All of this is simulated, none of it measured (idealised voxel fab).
process module | voxel double patterning
Cross-sectional view cut (width: 180 nm; square cell size: 5 nm).
Format of a cross-section: grid, square cells. Given as bands. Order: top down. Band: one or more rows of cells. The entry gives the band's vertical extent as a top height and a bottom height in nm, then its horizontal make-up as materials from left to right, each with a width in nm. "blank" stands for empty space; a single material marked "everywhere" fills the band edge to edge. Note: height 0 marks the level under which the wafer is uniformly one material as received. Lowest band unbounded below, written "0..down". A width such as "30..40" changes by the same amount from each row of cells to the next, from the band's top row to its bottom row. "remains unaltered" after a step means that no cell of the cross-section changed. Voids not open to the top, 8 cells minimum: see "Closed internal voids". Written width x height at distance; distance is from the left edge; nm. Post-settings text on a step line: simulator's own remark regarding the step. When a step includes a mask, the "overlay nm" setting on its line states how far to the right of its planned place that mask lay, and negative values state how far to the left.

**The planned process steps are enumerated hereunder**
1) RECEIVE | material Si
2) CONFORMAL_DEP | material SiO2 | thk nm 10
3) DIRECTIONAL_DEP | material polySi | thk nm 20
4) DIRECTIONAL_DEP | material SiN | thk nm 5
5) DIRECTIONAL_DEP | material aC | thk nm 10
6) PATTERN | tone open | mask id FIRST | material resist | width nm 15 | pitch nm 50 | thk nm 25 | overlay nm 0
7) DIRECTIONAL_ETCH | etch materials aC | depth nm 10
8) STRIP | etch materials resist
9) DIRECTIONAL_ETCH | etch materials SiN | depth nm 5
10) STRIP | etch materials aC
11) DIRECTIONAL_DEP | material aC | thk nm 15
12) PATTERN | tone open | mask id SECOND | material resist | width nm 15 | pitch nm 50 | thk nm 30 | overlay nm 0
13) DIRECTIONAL_ETCH | etch materials aC | depth nm 15
14) STRIP | etch materials resist
15) DIRECTIONAL_ETCH | etch materials SiN | depth nm 5
16) STRIP | etch materials aC
17) DIRECTIONAL_ETCH | etch materials polySi | depth nm 20
18) STRIP | etch materials SiN

**The first of the two wafers, which ran as planned**

**As received (post step 1): cross-section**
0..down  Si everywhere
Closed internal voids: none

**Upon completion of step 2, the wafer appears in cross-section as shown**
10..0  SiO2 everywhere
Everything under 0 stays put, no change at all.

**Upon completion of step 3, the wafer appears in cross-section as shown**
30..10  polySi everywhere
Everything under 10 stays put, no change at all.

**Upon completion of step 4, the wafer appears in cross-section as shown**
35..30  SiN everywhere
Everything under 30 stays put, no change at all.

**Upon completion of step 5, the wafer appears in cross-section as shown**
45..35  aC everywhere
Everything under 35 stays put, no change at all.

**Upon completion of step 6, the wafer appears in cross-section as shown**
70..45  30 nm resist, then 15 nm blank, then 35 nm resist, then 15 nm blank, then 35 nm resist, then 15 nm blank, then 35 nm resist
Everything under 45 stays put, no change at all.

**Upon completion of step 7, the wafer appears in cross-section as shown**
60..45  30 nm resist, then 15 nm blank, then 35 nm resist, then 15 nm blank, then 35 nm resist, then 15 nm blank, then 35 nm resist
45..35  30 nm aC, then 15 nm blank, then 35 nm aC, then 15 nm blank, then 35 nm aC, then 15 nm blank, then 35 nm aC
Everything under 35 stays put, no change at all.

**Upon completion of step 8, the wafer appears in cross-section as shown**
45..35  30 nm aC, then 15 nm blank, then 35 nm aC, then 15 nm blank, then 35 nm aC, then 15 nm blank, then 35 nm aC
Everything under 35 stays put, no change at all.

**Upon completion of step 9, the wafer appears in cross-section as shown**
45..35  30 nm aC, then 15 nm blank, then 35 nm aC, then 15 nm blank, then 35 nm aC, then 15 nm blank, then 35 nm aC
35..30  30 nm SiN, then 15 nm blank, then 35 nm SiN, then 15 nm blank, then 35 nm SiN, then 15 nm blank, then 35 nm SiN
Everything under 30 stays put, no change at all.

**Upon completion of step 10, the wafer appears in cross-section as shown**
35..30  30 nm SiN, then 15 nm blank, then 35 nm SiN, then 15 nm blank, then 35 nm SiN, then 15 nm blank, then 35 nm SiN
Everything under 30 stays put, no change at all.

**Upon completion of step 11, the wafer appears in cross-section as shown**
50..45  30 nm aC, then 15 nm blank, then 35 nm aC, then 15 nm blank, then 35 nm aC, then 15 nm blank, then 35 nm aC
45..35  aC everywhere
35..30  30 nm SiN, then 15 nm aC, then 35 nm SiN, then 15 nm aC, then 35 nm SiN, then 15 nm aC, then 35 nm SiN
Everything under 30 stays put, no change at all.

**Upon completion of step 12, the wafer appears in cross-section as shown**
80..50  55 nm resist, then 15 nm blank, then 35 nm resist, then 15 nm blank, then 60 nm resist
50..45  30 nm aC, then 15 nm resist, then 35 nm aC, then 15 nm resist, then 35 nm aC, then 15 nm resist, then 35 nm aC
Everything under 45 stays put, no change at all.

**Upon completion of step 13, the wafer appears in cross-section as shown**
65..50  55 nm resist, then 15 nm blank, then 35 nm resist, then 15 nm blank, then 60 nm resist
50..45  30 nm aC, then 15 nm resist, then 10 nm aC, then 15 nm blank, then 10 nm aC, then 15 nm resist, then 10 nm aC, then 15 nm blank, then 10 nm aC, then 15 nm resist, then 35 nm aC
45..35  55 nm aC, then 15 nm blank, then 35 nm aC, then 15 nm blank, then 60 nm aC
Everything under 35 stays put, no change at all.

**Upon completion of step 14, the wafer appears in cross-section as shown**
50..45  30 nm aC, then 15 nm blank, then 10 nm aC, then 15 nm blank, then 10 nm aC, then 15 nm blank, then 10 nm aC, then 15 nm blank, then 10 nm aC, then 15 nm blank, then 35 nm aC
Everything under 45 stays put, no change at all.

**Upon completion of step 15, the wafer appears in cross-section as shown**
50..45  30 nm aC, then 15 nm blank, then 10 nm aC, then 15 nm blank, then 10 nm aC, then 15 nm blank, then 10 nm aC, then 15 nm blank, then 10 nm aC, then 15 nm blank, then 35 nm aC
45..35  55 nm aC, then 15 nm blank, then 35 nm aC, then 15 nm blank, then 60 nm aC
35..30  30 nm SiN, then 15 nm aC, then 10 nm SiN, then 15 nm blank, then 10 nm SiN, then 15 nm aC, then 10 nm SiN, then 15 nm blank, then 10 nm SiN, then 15 nm aC, then 35 nm SiN
Everything under 30 stays put, no change at all.

**Upon completion of step 16, the wafer appears in cross-section as shown**
35..30  30 nm SiN, then 15 nm blank, then 10 nm SiN, then 15 nm blank, then 10 nm SiN, then 15 nm blank, then 10 nm SiN, then 15 nm blank, then 10 nm SiN, then 15 nm blank, then 35 nm SiN
Everything under 30 stays put, no change at all.

**Upon completion of step 17, the wafer appears in cross-section as shown**
35..30  30 nm SiN, then 15 nm blank, then 10 nm SiN, then 15 nm blank, then 10 nm SiN, then 15 nm blank, then 10 nm SiN, then 15 nm blank, then 10 nm SiN, then 15 nm blank, then 35 nm SiN
30..10  30 nm polySi, then 15 nm blank, then 10 nm polySi, then 15 nm blank, then 10 nm polySi, then 15 nm blank, then 10 nm polySi, then 15 nm blank, then 10 nm polySi, then 15 nm blank, then 35 nm polySi
Everything under 10 stays put, no change at all.

**Upon completion of step 18, the wafer appears in cross-section as shown**
30..10  30 nm polySi, then 15 nm blank, then 10 nm polySi, then 15 nm blank, then 10 nm polySi, then 15 nm blank, then 10 nm polySi, then 15 nm blank, then 10 nm polySi, then 15 nm blank, then 35 nm polySi
Everything under 10 stays put, no change at all.

**Now the other wafer: same start, same recipe, but we messed up one thing when running it. Up to and including step 1 it's the same as the first one**

**Cross-section of the second wafer at the time step 2 of the plan should have ended**
20..0  polySi everywhere
Everything under 0 stays put, no change at all.

**Cross-section of the second wafer at the time step 3 of the plan should have ended**
30..20  SiO2 everywhere
Everything under 20 stays put, no change at all.

**Cross-section of the second wafer at the time step 4 of the plan should have ended**
35..30  SiN everywhere
Everything under 30 stays put, no change at all.

**Cross-section of the second wafer at the time step 5 of the plan should have ended**
45..35  aC everywhere
Everything under 35 stays put, no change at all.

**Cross-section of the second wafer at the time step 6 of the plan should have ended**
70..45  30 nm resist, then 15 nm blank, then 35 nm resist, then 15 nm blank, then 35 nm resist, then 15 nm blank, then 35 nm resist
Everything under 45 stays put, no change at all.

**Cross-section of the second wafer at the time step 7 of the plan should have ended**
60..45  30 nm resist, then 15 nm blank, then 35 nm resist, then 15 nm blank, then 35 nm resist, then 15 nm blank, then 35 nm resist
45..35  30 nm aC, then 15 nm blank, then 35 nm aC, then 15 nm blank, then 35 nm aC, then 15 nm blank, then 35 nm aC
Everything under 35 stays put, no change at all.

**Cross-section of the second wafer at the time step 8 of the plan should have ended**
45..35  30 nm aC, then 15 nm blank, then 35 nm aC, then 15 nm blank, then 35 nm aC, then 15 nm blank, then 35 nm aC
Everything under 35 stays put, no change at all.

**Cross-section of the second wafer at the time step 9 of the plan should have ended**
45..35  30 nm aC, then 15 nm blank, then 35 nm aC, then 15 nm blank, then 35 nm aC, then 15 nm blank, then 35 nm aC
35..30  30 nm SiN, then 15 nm blank, then 35 nm SiN, then 15 nm blank, then 35 nm SiN, then 15 nm blank, then 35 nm SiN
Everything under 30 stays put, no change at all.

**Cross-section of the second wafer at the time step 10 of the plan should have ended**
35..30  30 nm SiN, then 15 nm blank, then 35 nm SiN, then 15 nm blank, then 35 nm SiN, then 15 nm blank, then 35 nm SiN
Everything under 30 stays put, no change at all.

**Cross-section of the second wafer at the time step 11 of the plan should have ended**
50..45  30 nm aC, then 15 nm blank, then 35 nm aC, then 15 nm blank, then 35 nm aC, then 15 nm blank, then 35 nm aC
45..35  aC everywhere
35..30  30 nm SiN, then 15 nm aC, then 35 nm SiN, then 15 nm aC, then 35 nm SiN, then 15 nm aC, then 35 nm SiN
Everything under 30 stays put, no change at all.

**Cross-section of the second wafer at the time step 12 of the plan should have ended**
80..50  55 nm resist, then 15 nm blank, then 35 nm resist, then 15 nm blank, then 60 nm resist
50..45  30 nm aC, then 15 nm resist, then 35 nm aC, then 15 nm resist, then 35 nm aC, then 15 nm resist, then 35 nm aC
Everything under 45 stays put, no change at all.

**Cross-section of the second wafer at the time step 13 of the plan should have ended**
65..50  55 nm resist, then 15 nm blank, then 35 nm resist, then 15 nm blank, then 60 nm resist
50..45  30 nm aC, then 15 nm resist, then 10 nm aC, then 15 nm blank, then 10 nm aC, then 15 nm resist, then 10 nm aC, then 15 nm blank, then 10 nm aC, then 15 nm resist, then 35 nm aC
45..35  55 nm aC, then 15 nm blank, then 35 nm aC, then 15 nm blank, then 60 nm aC
Everything under 35 stays put, no change at all.

**Cross-section of the second wafer at the time step 14 of the plan should have ended**
50..45  30 nm aC, then 15 nm blank, then 10 nm aC, then 15 nm blank, then 10 nm aC, then 15 nm blank, then 10 nm aC, then 15 nm blank, then 10 nm aC, then 15 nm blank, then 35 nm aC
Everything under 45 stays put, no change at all.

**Cross-section of the second wafer at the time step 15 of the plan should have ended**
50..45  30 nm aC, then 15 nm blank, then 10 nm aC, then 15 nm blank, then 10 nm aC, then 15 nm blank, then 10 nm aC, then 15 nm blank, then 10 nm aC, then 15 nm blank, then 35 nm aC
45..35  55 nm aC, then 15 nm blank, then 35 nm aC, then 15 nm blank, then 60 nm aC
35..30  30 nm SiN, then 15 nm aC, then 10 nm SiN, then 15 nm blank, then 10 nm SiN, then 15 nm aC, then 10 nm SiN, then 15 nm blank, then 10 nm SiN, then 15 nm aC, then 35 nm SiN
Everything under 30 stays put, no change at all.

**Cross-section of the second wafer at the time step 16 of the plan should have ended**
35..30  30 nm SiN, then 15 nm blank, then 10 nm SiN, then 15 nm blank, then 10 nm SiN, then 15 nm blank, then 10 nm SiN, then 15 nm blank, then 10 nm SiN, then 15 nm blank, then 35 nm SiN
Everything under 30 stays put, no change at all.

Cross-section of the second wafer at the time step 17 of the plan should have ended: remains unaltered

**Cross-section of the second wafer at the time step 18 of the plan should have ended**
30..20  SiO2 everywhere
Everything under 20 stays put, no change at all.
So what did we get wrong on this run? the executed order of steps 2 and 3 is the reverse of that specified in the plan, each step having taken the other's position
It is noted that, at the conclusion of processing, the second wafer exhibits a higher or lower cell count for certain materials relative to the first: 60 more of polySi
